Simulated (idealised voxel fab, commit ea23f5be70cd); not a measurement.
Documented hereafter: the process module known as voxel lift off.
In the cross-section labelled cut, the width is 220 nm and each square cell is 5 nm.
Think of the cross-section as a grid of square cells. We describe it in bands, top to bottom, and each band covers one or more rows of those cells.
It is stipulated that each band's entry specify, in nanometres, the height of the top of the band and then that of its bottom, followed by the materials of the band in left-to-right sequence, each together with its width in nanometres. A single material marked by the word "all across" is understood to fill the band from edge to edge; the word "blank" is understood to denote empty space.
Beneath 0, the wafer as received is one material, and that level is where height counting begins. The lowest band goes on downward without a bottom; it is written like "from 0 down".
Width spec "30 to 40" -> top row of cells at first value, bottom row at second value, equal per-row change in between.
"no modifications" for a step: no cell of the cross-section changed in that step.
In the "closed voids" entry, you get each enclosed empty space of 8 cells or more, one with no open way to the top, written width x height at distance, distance from the left edge, in nm.
Anything after a step's settings on that line? It's the simulator's own note about the step.
The "overlay nm" setting may appear on a step's line; for a step that uses a mask, it gives how far to the right of its planned position the mask lay, and a negative value indicates the left.

STEPS IN THE PROCESS PLAN
- 1: RECEIVE with material Si
- 2: CONFORMAL_DEP with material SiN, thk nm 15
- 3: PATTERN with tone open, mask id LINES, material resist, width nm 25, pitch nm 40, thk nm 20, overlay nm 0
- 4: DIRECTIONAL_DEP with material Ru, thk nm 5
- 5: STRIP with etch materials resist
- 6: CONFORMAL_DEP with material SiN, thk nm 5

RECEIVED-STATE CROSS-SECTION, REFLECTING COMPLETION OF STEP 1
- from 0 down  Si all across
- closed voids: none

END-OF-MODULE CROSS-SECTION. STARTING STRUCTURE AND PROCESS PLAN AS ABOVE; ONE MISTAKE MADE IN RUNNING IT
- from 25 to 20  55 blank; 25 SiN; 15 blank; 25 SiN; 15 blank; 25 SiN; 60 blank
- from 20 to 15  60 SiN; 15 Ru; 25 SiN; 15 Ru; 25 SiN; 15 Ru; 65 SiN
- from 15 to 0  SiN all across
- from 0 down  Si all across
- closed voids: none
Here's what went sideways: step 3 was not run as planned; what actually ran was PATTERN with tone open, mask id LINES, material resist, width nm 15, pitch nm 40, thk nm 20, overlay nm 0
